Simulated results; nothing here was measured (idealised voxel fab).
Presented below is a process module, voxel wiring stack.
Shown is cross-section cut, with a width of 290 nm and square cells of size 5 nm.
Each cross-section below is a grid of square cells, stated as bands in top-down order, with one or more rows of cells making up each band. Within each band entry, the heights of the top and of the bottom of the band appear first, in that order and in nm; the materials of the band then follow from left to right, each with its corresponding width in nm. The designation "throughout" on a single material indicates that it fills the band from edge to edge; the designation "air" indicates empty space. Ref level 0: as-received wafer is one material below here. Bottom band extends down with no lower bound ("0 nm and below"). With a width like "30 to 40", each row of cells in the band differs from the next by the same amount, the top row carrying the first number and the bottom row the second. When a step is marked "all unchanged", none of the cells in the cross-section changed during that step. Entry "Catalogued sealed voids". Content: empty spaces with no open connection to the top, size 8 cells or greater. Each: width x height at distance. Distance: from left edge. Unit: nm. Whatever follows a step's settings on its line is a remark the simulator itself makes about that step. overlay nm: mask right of planned place by this much (step with mask). Neg. = left. Each pair of cross-sections that follows straddles one process step: the one shows the state before the step, the other the state after it, down to the lowest band that changed and no further. The step in question, and its settings, are given under the pair. Note that a pair is not necessarily a continuation of the pair above it, since pairs can come from different runs of this module on the same starting wafer; it is a continuation only where its entry headed "Structure before processing" says so.
Structure before processing:
- 85 nm to 70 nm | 55 aC, then 15 air, then 35 aC, then 15 air, then 35 aC, then 15 air, then 35 aC, then 15 air, then 70 aC
- 70 nm to 50 nm | 55 lowk, then 15 air, then 35 lowk, then 15 air, then 35 lowk, then 15 air, then 35 lowk, then 15 air, then 70 lowk
- 50 nm to 45 nm | 55 SiCN, then 15 air, then 35 SiCN, then 15 air, then 35 SiCN, then 15 air, then 35 SiCN, then 15 air, then 70 SiCN
- 45 nm to 40 nm | 60 Ru, then 20 SiCN, then 30 Ru, then 20 SiCN, then 30 Ru, then 20 SiCN, then 30 Ru, then 20 SiCN, then 60 Ru
- 40 nm to 20 nm | 50 Cu, then 5 TiN, then 30 SiO2, then 5 TiN, then 10 Cu, then 5 TiN, then 30 SiO2, then 5 TiN, then 10 Cu, then 5 TiN, then 30 SiO2, then 5 TiN, then 10 Cu, then 5 TiN, then 30 SiO2, then 5 TiN, then 50 Cu
- 20 nm to 15 nm | 55 TiN, then 30 SiCN, then 20 TiN, then 30 SiCN, then 20 TiN, then 30 SiCN, then 20 TiN, then 30 SiCN, then 55 TiN
- 15 nm to 0 nm | SiO2 throughout
- 0 nm and below | Si throughout
- Catalogued sealed voids: none
Resulting Structure:
- 70 nm to 50 nm | 55 lowk, then 15 air, then 35 lowk, then 15 air, then 35 lowk, then 15 air, then 35 lowk, then 15 air, then 70 lowk
- Lower than 50, everything is as it was.
- Catalogued sealed voids: none
The structure shown above changes from one cross-section to the other through STRIP (etch materials aC)
Structure before processing: For the state before this step, see the after cross-section of the pair located directly above.
Resulting Structure:
- 75 nm to 70 nm | 60 TiN, then 5 air, then 45 TiN, then 5 air, then 45 TiN, then 5 air, then 45 TiN, then 5 air, then 75 TiN
- 70 nm to 50 nm | 55 lowk, then 5 TiN, then 5 air, then 5 TiN, then 35 lowk, then 5 TiN, then 5 air, then 5 TiN, then 35 lowk, then 5 TiN, then 5 air, then 5 TiN, then 35 lowk, then 5 TiN, then 5 air, then 5 TiN, then 70 lowk
- 50 nm to 45 nm | 55 SiCN, then 15 TiN, then 35 SiCN, then 15 TiN, then 35 SiCN, then 15 TiN, then 35 SiCN, then 15 TiN, then 70 SiCN
- Lower than 45, everything is as it was.
- Catalogued sealed voids: none
The structure shown above changes from one cross-section to the other through CONFORMAL_DEP (material TiN; thk nm 5)
Structure before processing: For the state before this step, see the after cross-section of the pair located directly above.
Resulting Structure:
- 80 nm to 75 nm | Ru throughout
- 75 nm to 70 nm | 60 TiN, then 5 Ru, then 45 TiN, then 5 Ru, then 45 TiN, then 5 Ru, then 45 TiN, then 5 Ru, then 75 TiN
- 70 nm to 50 nm | 55 lowk, then 5 TiN, then 5 Ru, then 5 TiN, then 35 lowk, then 5 TiN, then 5 Ru, then 5 TiN, then 35 lowk, then 5 TiN, then 5 Ru, then 5 TiN, then 35 lowk, then 5 TiN, then 5 Ru, then 5 TiN, then 70 lowk
- Lower than 50, everything is as it was.
- Catalogued sealed voids: none
The structure shown above changes from one cross-section to the other through FILL_DEP (material Ru; thk nm 5)
Structure before processing: For the state before this step, see the after cross-section of the pair located directly above.
Resulting Structure:
- 70 nm to 50 nm | 55 lowk, then 5 TiN, then 5 Ru, then 5 TiN, then 35 lowk, then 5 TiN, then 5 Ru, then 5 TiN, then 35 lowk, then 5 TiN, then 5 Ru, then 5 TiN, then 35 lowk, then 5 TiN, then 5 Ru, then 5 TiN, then 70 lowk
- Lower than 50, everything is as it was.
- Catalogued sealed voids: none
The structure shown above changes from one cross-section to the other through CMP (height nm 70)
Structure before processing: For the state before this step, see the after cross-section of the pair located directly above.
Resulting Structure:
- 75 nm to 70 nm | SiN throughout
- Lower than 70, everything is as it was.
- Catalogued sealed voids: none
The structure shown above changes from one cross-section to the other through CONFORMAL_DEP (material SiN; thk nm 5)
Structure before processing: For the state before this step, see the after cross-section of the pair located directly above.
Resulting Structure:
- 90 nm to 75 nm | lowk throughout
- Lower than 75, everything is as it was.
- Catalogued sealed voids: none
The structure shown above changes from one cross-section to the other through DIRECTIONAL_DEP (material lowk; thk nm 15)
Structure before processing: For the state before this step, see the after cross-section of the pair located directly above.
Resulting Structure:
- 90 nm to 75 nm | 55 lowk, then 30 air, then 20 lowk, then 30 air, then 20 lowk, then 30 air, then 20 lowk, then 30 air, then 55 lowk
- Lower than 75, everything is as it was.
- Catalogued sealed voids: none
The structure shown above changes from one cross-section to the other through MASKED_ETCH (tone open; mask id METAL_2; width nm 30; pitch nm 50; etch materials lowk; depth nm 15; overlay nm 0)
Structure before processing: For the state before this step, see the after cross-section of the pair located directly above.
Resulting Structure:
- 90 nm to 75 nm | 55 lowk, then 30 air, then 20 lowk, then 30 air, then 20 lowk, then 30 air, then 20 lowk, then 30 air, then 55 lowk
- 75 nm to 70 nm | 55 SiN, then 30 air, then 20 SiN, then 30 air, then 20 SiN, then 30 air, then 20 SiN, then 30 air, then 55 SiN
- Lower than 70, everything is as it was.
- Catalogued sealed voids: none
The structure shown above changes from one cross-section to the other through MASKED_ETCH (tone open; mask id METAL_2; width nm 30; pitch nm 50; etch materials SiN; depth nm 5; overlay nm 0)
Structure before processing: For the state before this step, see the after cross-section of the pair located directly above.
Resulting Structure:
- 95 nm to 90 nm | 60 TiN, then 20 air, then 30 TiN, then 20 air, then 30 TiN, then 20 air, then 30 TiN, then 20 air, then 60 TiN
- 90 nm to 75 nm | 55 lowk, then 5 TiN, then 20 air, then 5 TiN, then 20 lowk, then 5 TiN, then 20 air, then 5 TiN, then 20 lowk, then 5 TiN, then 20 air, then 5 TiN, then 20 lowk, then 5 TiN, then 20 air, then 5 TiN, then 55 lowk
- 75 nm to 70 nm | 55 SiN, then 30 TiN, then 20 SiN, then 30 TiN, then 20 SiN, then 30 TiN, then 20 SiN, then 30 TiN, then 55 SiN
- Lower than 70, everything is as it was.
- Catalogued sealed voids: none
The structure shown above changes from one cross-section to the other through CONFORMAL_DEP (material TiN; thk nm 5)
Structure before processing: For the state before this step, see the after cross-section of the pair located directly above.
Resulting Structure:
- 105 nm to 95 nm | Cu throughout
- 95 nm to 90 nm | 60 TiN, then 20 Cu, then 30 TiN, then 20 Cu, then 30 TiN, then 20 Cu, then 30 TiN, then 20 Cu, then 60 TiN
- 90 nm to 75 nm | 55 lowk, then 5 TiN, then 20 Cu, then 5 TiN, then 20 lowk, then 5 TiN, then 20 Cu, then 5 TiN, then 20 lowk, then 5 TiN, then 20 Cu, then 5 TiN, then 20 lowk, then 5 TiN, then 20 Cu, then 5 TiN, then 55 lowk
- Lower than 75, everything is as it was.
- Catalogued sealed voids: none
The structure shown above changes from one cross-section to the other through FILL_DEP (material Cu; thk nm 10)
Structure before processing: For the state before this step, see the after cross-section of the pair located directly above.
Resulting Structure:
- 90 nm to 75 nm | 55 lowk, then 5 TiN, then 20 Cu, then 5 TiN, then 20 lowk, then 5 TiN, then 20 Cu, then 5 TiN, then 20 lowk, then 5 TiN, then 20 Cu, then 5 TiN, then 20 lowk, then 5 TiN, then 20 Cu, then 5 TiN, then 55 lowk
- Lower than 75, everything is as it was.
- Catalogued sealed voids: none
The structure shown above changes from one cross-section to the other through CMP (height nm 90)
Structure before processing: For the state before this step, see the after cross-section of the pair located directly above.
Resulting Structure:
- 95 nm to 90 nm | SiCN throughout
- Lower than 90, everything is as it was.
- Catalogued sealed voids: none
The structure shown above changes from one cross-section to the other through CONFORMAL_DEP (material SiCN; thk nm 5)
